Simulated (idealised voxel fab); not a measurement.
The process module presented herein is designated voxel self aligned vias.
Section cut is 280 nm wide and gridded with 5 nm square cells.
How to read a cross-section here: the picture is a grid of square cells, written as bands going from the top down, and any band can span one or more rows of cells.
Within each band entry, the heights of the top and of the bottom of the band appear first, in that order and in nm; the materials of the band then follow from left to right, each with its corresponding width in nm. The designation "edge to edge" on a single material indicates that it fills the band from edge to edge; the designation "air" indicates empty space.
Heights from 0 (as-received wafer is one material below). Bottom band endless downward, as "from 0 down".
You'd read "30 to 40" like this: the band's top row of cells is as wide as the first number, its bottom row is as wide as the second, and going down, every row changes width by the same amount as the row before did.
Key: "same as before" - step with no changed cell in the cross-section.
If an empty space has no open way to the top and is at least 8 cells in size, "Sealed voids" lists it, written width x height at distance, where distance is measured from the left edge and every value is in nm.
That trailing text on a step's line, after the settings, is the simulator's own remark on the step.
Steps that use a mask can have "overlay nm" on their line. It says how far the mask sat to the right of where it was meant to be. Negative means to the left.

### Steps in the process plan
1 RECEIVE: material Si
2 CONFORMAL_DEP: material SiO2, thk nm 10
3 CONFORMAL_DEP: material SiCN, thk nm 5
4 DIRECTIONAL_DEP: material SiO2, thk nm 25
5 PATTERN: tone open, mask id LINES, material resist, width nm 25, pitch nm 60, thk nm 20, overlay nm 0
6 DIRECTIONAL_ETCH: etch materials SiO2, depth nm 25
7 STRIP: etch materials resist
8 CONFORMAL_DEP: material TiN, thk nm 5
9 FILL_DEP: material Ru, thk nm 10
10 CMP: height nm 40
11 SELECTIVE_ETCH: etch materials W Ru TiN, depth nm 10
12 FILL_DEP: material SiN, thk nm 5
13 CMP: height nm 40
14 DIRECTIONAL_DEP: material SiO2, thk nm 20
15 MASKED_ETCH: tone open, mask id VIAS, width nm 35, pitch nm 60, etch materials SiO2, depth nm 20, overlay nm 0
16 MASKED_ETCH: tone open, mask id VIAS, width nm 35, pitch nm 60, etch materials SiN, depth nm 10, overlay nm 0
17 CONFORMAL_DEP: material TiN, thk nm 5
18 FILL_DEP: material Ru, thk nm 5
19 CMP: height nm 60
20 CONFORMAL_DEP: material SiCN, thk nm 5

### Cross-section of the wafer upon arrival, representing the state reached after step 1
	from 0 down = Si edge to edge
	Sealed voids: none

### The following cross-section depicts the wafer upon conclusion of the module. Processing commenced from the starting condition illustrated above and adhered to the plan illustrated above, save for one mistake in execution
	from 65 to 60 = SiCN edge to edge
	from 60 to 45 = SiO2 85 nm  TiN 5 nm  Ru 35 nm  TiN 5 nm  SiO2 15 nm  TiN 5 nm  Ru 35 nm  TiN 5 nm  SiO2 90 nm
	from 45 to 35 = SiO2 85 to 95 nm  TiN 15 to 5 nm  Ru 15 nm  TiN 15 to 5 nm  SiO2 15 to 35 nm  TiN 15 to 5 nm  Ru 15 nm  TiN 15 to 5 nm  SiO2 90 to 100 nm
	from 35 to 30 = SiO2 95 nm  TiN 25 nm  SiO2 35 nm  TiN 25 nm  SiO2 100 nm
	from 30 to 20 = SiO2 95 nm  TiN 5 nm  Ru 15 nm  TiN 5 nm  SiO2 35 nm  TiN 5 nm  Ru 15 nm  TiN 5 nm  SiO2 100 nm
	from 20 to 15 = SiO2 95 nm  TiN 25 nm  SiO2 35 nm  TiN 25 nm  SiO2 100 nm
	from 15 to 10 = SiCN edge to edge
	from 10 to 0 = SiO2 edge to edge
	from 0 down = Si edge to edge
	Sealed voids: none
Finding, execution versus plan: step 15 was processed under conditions differing from the plan, specifically as MASKED_ETCH: tone open, mask id VIAS, width nm 45, pitch nm 60, etch materials SiO2, depth nm 20, overlay nm 0
